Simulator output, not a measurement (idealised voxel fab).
A process module follows: voxel spacer lines.
Xsec cut, 230 nm wide, square cell size 5 nm.
This document writes a cross-section as a grid whose cells are square, and gives it as bands, listed from the top down; one or more rows of cells form a band. Top, bottom (nm), then materials left to right with widths (nm); lone material tagged "throughout" fills the whole band edge to edge; "blank" = empty space. Counting heights begins at 0, where everything beneath is, in the wafer as received, one material. The lowest band has no bottom; it goes on downwards, as "0 nm and below" shows. When a width is written as two numbers, as in "30..40", the first number is the width in the top row of cells of the band and the second is the width in its bottom row, and the width changes by the same amount from each row to the next. Step marked "left unchanged"? Then no cell in the cross-section changed in it. For the entry "Cavities, sealed", the listed items are empty spaces with no open way to the top whose size is 8 cells or more; each item follows the pattern width x height at distance, where distance is from the left edge and all three are in nm. That trailing text on a step's line, after the settings, is the simulator's own remark on the step. overlay nm: how far to the right of its planned place the mask lay on this masked step (negative: to the left).
Process steps - plan
| 1 | RECEIVE, material Si |
| 2 | CONFORMAL_DEP, material Al2O3, thk nm 5 |
| 3 | DIRECTIONAL_DEP, material SiN, thk nm 10 |
| 4 | DIRECTIONAL_DEP, material polySi, thk nm 25 |
| 5 | PATTERN, tone cover, mask id MANDREL, material resist, width nm 15, pitch nm 60, thk nm 35, overlay nm 0 |
| 6 | DIRECTIONAL_ETCH, etch materials polySi, depth nm 25 |
| 7 | STRIP, etch materials resist |
| 8 | CONFORMAL_DEP, material SiO2, thk nm 15 |
| 9 | DIRECTIONAL_ETCH, etch materials SiO2, depth nm 15 |
| 10 | STRIP, etch materials polySi |
| 11 | DIRECTIONAL_ETCH, etch materials SiN, depth nm 10 |
| 12 | STRIP, etch materials SiO2 |
Delivered wafer in cross-section: state after step 1
    0 nm and below | Si throughout
    Cavities, sealed: none
First wafer of two, sectioned at end of module; run went per plan
    15 nm to 5 nm | blank 30 nm, SiN 15 nm, blank 15 nm, SiN 15 nm, blank 15 nm, SiN 15 nm, blank 15 nm, SiN 15 nm, blank 15 nm, SiN 15 nm, blank 15 nm, SiN 15 nm, blank 35 nm
    5 nm to 0 nm | Al2O3 throughout
    0 nm and below | Si throughout
    Cavities, sealed: none
Second wafer of the two, sectioned at the end of the module. It began like the first and followed the same plan, but one mistake was made while running it
    15 nm to 5 nm | blank 35 nm, SiN 15 nm, blank 15 nm, SiN 15 nm, blank 15 nm, SiN 15 nm, blank 15 nm, SiN 15 nm, blank 15 nm, SiN 15 nm, blank 15 nm, SiN 15 nm, blank 30 nm
    5 nm to 0 nm | Al2O3 throughout
    0 nm and below | Si throughout
    Cavities, sealed: none
what went wrong: step 5 was run on a setting that differed from the plan, and what really ran there is PATTERN, tone cover, mask id MANDREL, material resist, width nm 15, pitch nm 60, thk nm 35, overlay nm 5
At the end, each material covers as many cells on the second wafer as it does on the first, though the cells it covers are elsewhere.
